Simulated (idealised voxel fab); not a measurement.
The document below concerns the process module designated voxel plated lines.
The cross-section shown here is cut; it is 300 nm wide and divided into square cells measuring 5 nm on a side.
A cross-section is written here as square cells arranged in a grid, and it is given in bands from the top down, each band taking up one or more rows of cells. The band entry comprises the height of the band's top followed by the height of its bottom, expressed in nm, and subsequently the band's materials from left to right, each stated together with its width in nm. Where a single material is marked with the word "all across", that material fills the band from edge to edge. The word "blank" represents empty space. Heights are measured from 0, the level below which the as-received wafer is all one material; the lowest band has no bottom and continues downward, written as in "0 down". Note: "30 to 40" means the width goes from the first number (top row of the band) to the second number (bottom row) in equal steps per row of cells. You'll sometimes find "nothing altered" written for a step, and that's the way of saying that nowhere in the cross-section did a cell change during that step. Fully sealed cavities: empty space of 8 cells or more with no open way to the top, each as width x height at its distance from the left edge, in nm. Formally, on a step line, whatever follows the settings is a remark that the simulator itself makes on the step. overlay nm: how far to the right of its planned place the mask lay on this masked step (negative: to the left). How should the pairs below be read? Each gives the cross-section before one process step and the cross-section after it, the latter drawn only to the lowest band that changed; the step that lies between them, with its settings, appears under the pair. Does a pair pick up where the pair above left off? Only where its entry headed "Geometry before processing" says so, since pairs can come from different runs of this module on the same starting wafer.
[Geometry before processing]
> 0 down  Si all across
> Fully sealed cavities: none
[after]
> 10 to 0  Al2O3 all across
> Unchanged below 0.
> Fully sealed cavities: none
Operation between the pre and post cross-sections above: CONFORMAL_DEP: material Al2O3, thk nm 10
Geometry before processing: as shown after the step in the preceding pair, directly above.
[after]
> 15 to 10  TiN all across
> Unchanged below 10.
> Fully sealed cavities: none
Operation between the pre and post cross-sections above: DIRECTIONAL_DEP: material TiN, thk nm 5
Geometry before processing: as shown after the step in the preceding pair, directly above.
[after]
> 50 to 15  resist=95; blank=15; resist=30; blank=15; resist=30; blank=15; resist=100
> Unchanged below 15.
> Fully sealed cavities: none
Operation between the pre and post cross-sections above: PATTERN: tone open, mask id LINES, material resist, width nm 15, pitch nm 45, thk nm 35, overlay nm 0
Geometry before processing: as shown after the step in the preceding pair, directly above.
[after]
> 50 to 25  resist=95; blank=15; resist=30; blank=15; resist=30; blank=15; resist=100
> 25 to 15  resist=95; Ru=15; resist=30; Ru=15; resist=30; Ru=15; resist=100
> Unchanged below 15.
> Fully sealed cavities: none
Operation between the pre and post cross-sections above: EPI: material Ru, thk nm 10
Geometry before processing: as shown after the step in the preceding pair, directly above.
[after]
> 50 to 35  resist=95; blank=15; resist=30; blank=15; resist=30; blank=15; resist=100
> 35 to 15  resist=95; Ru=15; resist=30; Ru=15; resist=30; Ru=15; resist=100
> Unchanged below 15.
> Fully sealed cavities: none
Operation between the pre and post cross-sections above: EPI: material Ru, thk nm 10
Geometry before processing: as shown after the step in the preceding pair, directly above.
[after]
> 50 to 45  resist=95; blank=15; resist=30; blank=15; resist=30; blank=15; resist=100
> 45 to 15  resist=95; Ru=15; resist=30; Ru=15; resist=30; Ru=15; resist=100
> Unchanged below 15.
> Fully sealed cavities: none
Operation between the pre and post cross-sections above: EPI: material Ru, thk nm 10
Geometry before processing: as shown after the step in the preceding pair, directly above.
[after]
> 45 to 15  blank=95; Ru=15; blank=30; Ru=15; blank=30; Ru=15; blank=100
> Unchanged below 15.
> Fully sealed cavities: none
Operation between the pre and post cross-sections above: STRIP: etch materials resist
Geometry before processing: as shown after the step in the preceding pair, directly above.
[after]
> 45 to 15  blank=95; Ru=15; blank=30; Ru=15; blank=30; Ru=15; blank=100
> 15 to 10  blank=95; TiN=15; blank=30; TiN=15; blank=30; TiN=15; blank=100
> Unchanged below 10.
> Fully sealed cavities: none
Operation between the pre and post cross-sections above: DIRECTIONAL_ETCH: etch materials TiN, depth nm 5
Geometry before processing: as shown after the step in the preceding pair, directly above.
[after]
> 50 to 45  blank=90; SiN=25; blank=20; SiN=25; blank=20; SiN=25; blank=95
> 45 to 15  blank=90; SiN=5; Ru=15; SiN=5; blank=20; SiN=5; Ru=15; SiN=5; blank=20; SiN=5; Ru=15; SiN=5; blank=95
> 15 to 10  SiN=95; TiN=15; SiN=30; TiN=15; SiN=30; TiN=15; SiN=100
> Unchanged below 10.
> Fully sealed cavities: none
Operation between the pre and post cross-sections above: CONFORMAL_DEP: material SiN, thk nm 5
[Geometry before processing]
> 50 to 35  resist=95; blank=15; resist=30; blank=15; resist=30; blank=15; resist=100
> 35 to 15  resist=95; Ru=15; resist=30; Ru=15; resist=30; Ru=15; resist=100
> 15 to 10  TiN all across
> 10 to 0  Al2O3 all across
> 0 down  Si all across
> Fully sealed cavities: none
[after]
> 35 to 15  blank=95; Ru=15; blank=30; Ru=15; blank=30; Ru=15; blank=100
> Unchanged below 15.
> Fully sealed cavities: none
Operation between the pre and post cross-sections above: STRIP: etch materials resist
Geometry before processing: as shown after the step in the preceding pair, directly above.
[after]
> 35 to 15  blank=95; Ru=15; blank=30; Ru=15; blank=30; Ru=15; blank=100
> 15 to 10  blank=95; TiN=15; blank=30; TiN=15; blank=30; TiN=15; blank=100
> Unchanged below 10.
> Fully sealed cavities: none
Operation between the pre and post cross-sections above: DIRECTIONAL_ETCH: etch materials TiN, depth nm 5
Geometry before processing: as shown after the step in the preceding pair, directly above.
[after]
> 40 to 35  blank=90; SiN=25; blank=20; SiN=25; blank=20; SiN=25; blank=95
> 35 to 15  blank=90; SiN=5; Ru=15; SiN=5; blank=20; SiN=5; Ru=15; SiN=5; blank=20; SiN=5; Ru=15; SiN=5; blank=95
> 15 to 10  SiN=95; TiN=15; SiN=30; TiN=15; SiN=30; TiN=15; SiN=100
> Unchanged below 10.
> Fully sealed cavities: none
Operation between the pre and post cross-sections above: CONFORMAL_DEP: material SiN, thk nm 5
[Geometry before processing]
> 50 to 45  resist=95; blank=15; resist=30; blank=15; resist=30; blank=15; resist=100
> 45 to 15  resist=95; Ru=15; resist=30; Ru=15; resist=30; Ru=15; resist=100
> 15 to 10  TiN all across
> 10 to 0  Al2O3 all across
> 0 down  Si all across
> Fully sealed cavities: none
[after]
> 55 to 50  blank=90; Ru=25; blank=20; Ru=25; blank=20; Ru=25; blank=95
> 50 to 15  resist=95; Ru=15; resist=30; Ru=15; resist=30; Ru=15; resist=100
> Unchanged below 15.
> Fully sealed cavities: none
Operation between the pre and post cross-sections above: EPI: material Ru, thk nm 10
Geometry before processing: as shown after the step in the preceding pair, directly above.
[after]
> 55 to 50  blank=90; Ru=25; blank=20; Ru=25; blank=20; Ru=25; blank=95
> 50 to 15  blank=95; Ru=15; blank=30; Ru=15; blank=30; Ru=15; blank=100
> Unchanged below 15.
> Fully sealed cavities: none
Operation between the pre and post cross-sections above: STRIP: etch materials resist
Geometry before processing: as shown after the step in the preceding pair, directly above.
[after]
> 55 to 50  blank=90; Ru=25; blank=20; Ru=25; blank=20; Ru=25; blank=95
> 50 to 15  blank=95; Ru=15; blank=30; Ru=15; blank=30; Ru=15; blank=100
> 15 to 10  blank=90; TiN=25; blank=20; TiN=25; blank=20; TiN=25; blank=95
> Unchanged below 10.
> Fully sealed cavities: none
Operation between the pre and post cross-sections above: DIRECTIONAL_ETCH: etch materials TiN, depth nm 5
Geometry before processing: as shown after the step in the preceding pair, directly above.
[after]
> 60 to 55  blank=85; SiN=35; blank=10; SiN=35; blank=10; SiN=35; blank=90
> 55 to 45  blank=85; SiN=5 to 10; Ru=25 to 15; SiN=5 to 10; blank=10; SiN=5 to 10; Ru=25 to 15; SiN=5 to 10; blank=10; SiN=5 to 10; Ru=25 to 15; SiN=5 to 10; blank=90
> 45 to 20  blank=90; SiN=5; Ru=15; SiN=5; blank=20; SiN=5; Ru=15; SiN=5; blank=20; SiN=5; Ru=15; SiN=5; blank=95
> 20 to 15  blank=85; SiN=10; Ru=15; SiN=10; blank=10; SiN=10; Ru=15; SiN=10; blank=10; SiN=10; Ru=15; SiN=10; blank=90
> 15 to 10  SiN=90; TiN=25; SiN=20; TiN=25; SiN=20; TiN=25; SiN=95
> Unchanged below 10.
> Fully sealed cavities: none
Operation between the pre and post cross-sections above: CONFORMAL_DEP: material SiN, thk nm 5
[Geometry before processing]
> 35 to 15  blank=95; Ru=15; blank=30; Ru=15; blank=30; Ru=15; blank=100
> 15 to 10  TiN all across
> 10 to 0  Al2O3 all across
> 0 down  Si all across
> Fully sealed cavities: none
[after]
> 45 to 25  blank=85; Ru=35; blank=10; Ru=35; blank=10; Ru=35; blank=90
> 25 to 15  Ru all across
> Unchanged below 15.
> Fully sealed cavities: none
Operation between the pre and post cross-sections above: EPI: material Ru, thk nm 10
Geometry before processing: as shown after the step in the preceding pair, directly above.
[after]
> 50 to 45  blank=80; SiN=135; blank=85
> 45 to 30  blank=80; SiN=5; Ru=35; SiN=10; Ru=35; SiN=10; Ru=35; SiN=5; blank=85
> 30 to 25  SiN=85; Ru=35; SiN=10; Ru=35; SiN=10; Ru=35; SiN=90
> Unchanged below 25.
> Fully sealed cavities: none
Operation between the pre and post cross-sections above: CONFORMAL_DEP: material SiN, thk nm 5
[Geometry before processing]
> 45 to 15  blank=95; Ru=15; blank=30; Ru=15; blank=30; Ru=15; blank=100
> 15 to 10  blank=95; TiN=15; blank=30; TiN=15; blank=30; TiN=15; blank=100
> 10 to 0  Al2O3 all across
> 0 down  Si all across
> Fully sealed cavities: none
[after]
> 60 to 45  blank=80; SiN=135; blank=85
> 45 to 25  blank=80; SiN=15; Ru=15; SiN=30; Ru=15; SiN=30; Ru=15; SiN=15; blank=85
> 25 to 15  SiN=95; Ru=15; SiN=30; Ru=15; SiN=30; Ru=15; SiN=100
> 15 to 10  SiN=95; TiN=15; SiN=30; TiN=15; SiN=30; TiN=15; SiN=100
> Unchanged below 10.
> Fully sealed cavities: none
Operation between the pre and post cross-sections above: CONFORMAL_DEP: material SiN, thk nm 15
[Geometry before processing]
> 15 to 10  TiN all across
> 10 to 0  Al2O3 all across
> 0 down  Si all across
> Fully sealed cavities: none
[after]
> 50 to 15  resist=90; blank=25; resist=20; blank=25; resist=20; blank=25; resist=95
> Unchanged below 15.
> Fully sealed cavities: none
Operation between the pre and post cross-sections above: PATTERN: tone open, mask id LINES, material resist, width nm 25, pitch nm 45, thk nm 35, overlay nm 0
Geometry before processing: as shown after the step in the preceding pair, directly above.
[after]
> 50 to 25  resist=90; blank=25; resist=20; blank=25; resist=20; blank=25; resist=95
> 25 to 15  resist=90; Ru=25; resist=20; Ru=25; resist=20; Ru=25; resist=95
> Unchanged below 15.
> Fully sealed cavities: none
Operation between the pre and post cross-sections above: EPI: material Ru, thk nm 10
Geometry before processing: as shown after the step in the preceding pair, directly above.
[after]
> 50 to 35  resist=90; blank=25; resist=20; blank=25; resist=20; blank=25; resist=95
> 35 to 15  resist=90; Ru=25; resist=20; Ru=25; resist=20; Ru=25; resist=95
> Unchanged below 15.
> Fully sealed cavities: none
Operation between the pre and post cross-sections above: EPI: material Ru, thk nm 10
Geometry before processing: as shown after the step in the preceding pair, directly above.
[after]
> 50 to 45  resist=90; blank=25; resist=20; blank=25; resist=20; blank=25; resist=95
> 45 to 15  resist=90; Ru=25; resist=20; Ru=25; resist=20; Ru=25; resist=95
> Unchanged below 15.
> Fully sealed cavities: none
Operation between the pre and post cross-sections above: EPI: material Ru, thk nm 10
Geometry before processing: as shown after the step in the preceding pair, directly above.
[after]
> 45 to 15  blank=90; Ru=25; blank=20; Ru=25; blank=20; Ru=25; blank=95
> Unchanged below 15.
> Fully sealed cavities: none
Operation between the pre and post cross-sections above: STRIP: etch materials resist
Geometry before processing: as shown after the step in the preceding pair, directly above.
[after]
> 45 to 15  blank=90; Ru=25; blank=20; Ru=25; blank=20; Ru=25; blank=95
> 15 to 10  blank=90; TiN=25; blank=20; TiN=25; blank=20; TiN=25; blank=95
> Unchanged below 10.
> Fully sealed cavities: none
Operation between the pre and post cross-sections above: DIRECTIONAL_ETCH: etch materials TiN, depth nm 5
Geometry before processing: as shown after the step in the preceding pair, directly above.
[after]
> 50 to 45  blank=85; SiN=35; blank=10; SiN=35; blank=10; SiN=35; blank=90
> 45 to 15  blank=85; SiN=5; Ru=25; SiN=5; blank=10; SiN=5; Ru=25; SiN=5; blank=10; SiN=5; Ru=25; SiN=5; blank=90
> 15 to 10  SiN=90; TiN=25; SiN=20; TiN=25; SiN=20; TiN=25; SiN=95
> Unchanged below 10.
> Fully sealed cavities: none
Operation between the pre and post cross-sections above: CONFORMAL_DEP: material SiN, thk nm 5
[Geometry before processing]
> 15 to 10  TiN all across
> 10 to 0  Al2O3 all across
> 0 down  Si all across
> Fully sealed cavities: none
[after]
> 50 to 15  resist=90; blank=15; resist=30; blank=15; resist=30; blank=15; resist=105
> Unchanged below 15.
> Fully sealed cavities: none
Operation between the pre and post cross-sections above: PATTERN: tone open, mask id LINES, material resist, width nm 15, pitch nm 45, thk nm 35, overlay nm -5
Geometry before processing: as shown after the step in the preceding pair, directly above.
[after]
> 50 to 25  resist=90; blank=15; resist=30; blank=15; resist=30; blank=15; resist=105
> 25 to 15  resist=90; Ru=15; resist=30; Ru=15; resist=30; Ru=15; resist=105
> Unchanged below 15.
> Fully sealed cavities: none
Operation between the pre and post cross-sections above: EPI: material Ru, thk nm 10
Geometry before processing: as shown after the step in the preceding pair, directly above.
[after]
> 50 to 35  resist=90; blank=15; resist=30; blank=15; resist=30; blank=15; resist=105
> 35 to 15  resist=90; Ru=15; resist=30; Ru=15; resist=30; Ru=15; resist=105
> Unchanged below 15.
> Fully sealed cavities: none
Operation between the pre and post cross-sections above: EPI: material Ru, thk nm 10
Geometry before processing: as shown after the step in the preceding pair, directly above.
[after]
> 50 to 45  resist=90; blank=15; resist=30; blank=15; resist=30; blank=15; resist=105
> 45 to 15  resist=90; Ru=15; resist=30; Ru=15; resist=30; Ru=15; resist=105
> Unchanged below 15.
> Fully sealed cavities: none
Operation between the pre and post cross-sections above: EPI: material Ru, thk nm 10
Geometry before processing: as shown after the step in the preceding pair, directly above.
[after]
> 45 to 15  blank=90; Ru=15; blank=30; Ru=15; blank=30; Ru=15; blank=105
> Unchanged below 15.
> Fully sealed cavities: none
Operation between the pre and post cross-sections above: STRIP: etch materials resist
Geometry before processing: as shown after the step in the preceding pair, directly above.
[after]
> 45 to 15  blank=90; Ru=15; blank=30; Ru=15; blank=30; Ru=15; blank=105
> 15 to 10  blank=90; TiN=15; blank=30; TiN=15; blank=30; TiN=15; blank=105
> Unchanged below 10.
> Fully sealed cavities: none
Operation between the pre and post cross-sections above: DIRECTIONAL_ETCH: etch materials TiN, depth nm 5
Geometry before processing: as shown after the step in the preceding pair, directly above.
[after]
> 50 to 45  blank=85; SiN=25; blank=20; SiN=25; blank=20; SiN=25; blank=100
> 45 to 15  blank=85; SiN=5; Ru=15; SiN=5; blank=20; SiN=5; Ru=15; SiN=5; blank=20; SiN=5; Ru=15; SiN=5; blank=100
> 15 to 10  SiN=90; TiN=15; SiN=30; TiN=15; SiN=30; TiN=15; SiN=105
> Unchanged below 10.
> Fully sealed cavities: none
Operation between the pre and post cross-sections above: CONFORMAL_DEP: material SiN, thk nm 5
[Geometry before processing]
> 45 to 15  blank=95; Ru=15; blank=30; Ru=15; blank=30; Ru=15; blank=100
> 15 to 10  blank=95; TiN=15; blank=30; TiN=15; blank=30; TiN=15; blank=100
> 10 to 0  Al2O3 all across
> 0 down  Si all across
> Fully sealed cavities: none
[after]
> 50 to 45  blank=90; TiN=25; blank=20; TiN=25; blank=20; TiN=25; blank=95
> 45 to 15  blank=90; TiN=5; Ru=15; TiN=5; blank=20; TiN=5; Ru=15; TiN=5; blank=20; TiN=5; Ru=15; TiN=5; blank=95
> 15 to 10  TiN all across
> Unchanged below 10.
> Fully sealed cavities: none
Operation between the pre and post cross-sections above: CONFORMAL_DEP: material TiN, thk nm 5
[Geometry before processing]
> 15 to 10  TiN all across
> 10 to 0  Al2O3 all across
> 0 down  Si all across
> Fully sealed cavities: none
[after]
> 50 to 15  blank=95; resist=15; blank=30; resist=15; blank=30; resist=15; blank=100
> Unchanged below 15.
> Fully sealed cavities: none
Operation between the pre and post cross-sections above: PATTERN: tone cover, mask id LINES, material resist, width nm 15, pitch nm 45, thk nm 35, overlay nm 0
Geometry before processing: as shown after the step in the preceding pair, directly above.
[after]
> 50 to 25  blank=95; resist=15; blank=30; resist=15; blank=30; resist=15; blank=100
> 25 to 15  Ru=95; resist=15; Ru=30; resist=15; Ru=30; resist=15; Ru=100
> Unchanged below 15.
> Fully sealed cavities: none
Operation between the pre and post cross-sections above: EPI: material Ru, thk nm 10
Geometry before processing: as shown after the step in the preceding pair, directly above.
[after]
> 50 to 35  blank=95; resist=15; blank=30; resist=15; blank=30; resist=15; blank=100
> 35 to 15  Ru=95; resist=15; Ru=30; resist=15; Ru=30; resist=15; Ru=100
> Unchanged below 15.
> Fully sealed cavities: none
Operation between the pre and post cross-sections above: EPI: material Ru, thk nm 10
Geometry before processing: as shown after the step in the preceding pair, directly above.
[after]
> 50 to 45  blank=95; resist=15; blank=30; resist=15; blank=30; resist=15; blank=100
> 45 to 15  Ru=95; resist=15; Ru=30; resist=15; Ru=30; resist=15; Ru=100
> Unchanged below 15.
> Fully sealed cavities: none
Operation between the pre and post cross-sections above: EPI: material Ru, thk nm 10
Geometry before processing: as shown after the step in the preceding pair, directly above.
[after]
> 45 to 15  Ru=95; blank=15; Ru=30; blank=15; Ru=30; blank=15; Ru=100
> Unchanged below 15.
> Fully sealed cavities: none
Operation between the pre and post cross-sections above: STRIP: etch materials resist
Geometry before processing: as shown after the step in the preceding pair, directly above.
[after]
> 45 to 15  Ru=95; blank=15; Ru=30; blank=15; Ru=30; blank=15; Ru=100
> 15 to 10  TiN=95; blank=15; TiN=30; blank=15; TiN=30; blank=15; TiN=100
> Unchanged below 10.
> Fully sealed cavities: none
Operation between the pre and post cross-sections above: DIRECTIONAL_ETCH: etch materials TiN, depth nm 5
Geometry before processing: as shown after the step in the preceding pair, directly above.
[after]
> 50 to 45  SiN=100; blank=5; SiN=40; blank=5; SiN=40; blank=5; SiN=105
> 45 to 15  Ru=95; SiN=5; blank=5; SiN=5; Ru=30; SiN=5; blank=5; SiN=5; Ru=30; SiN=5; blank=5; SiN=5; Ru=100
> 15 to 10  TiN=95; SiN=15; TiN=30; SiN=15; TiN=30; SiN=15; TiN=100
> Unchanged below 10.
> Fully sealed cavities: none
Operation between the pre and post cross-sections above: CONFORMAL_DEP: material SiN, thk nm 5
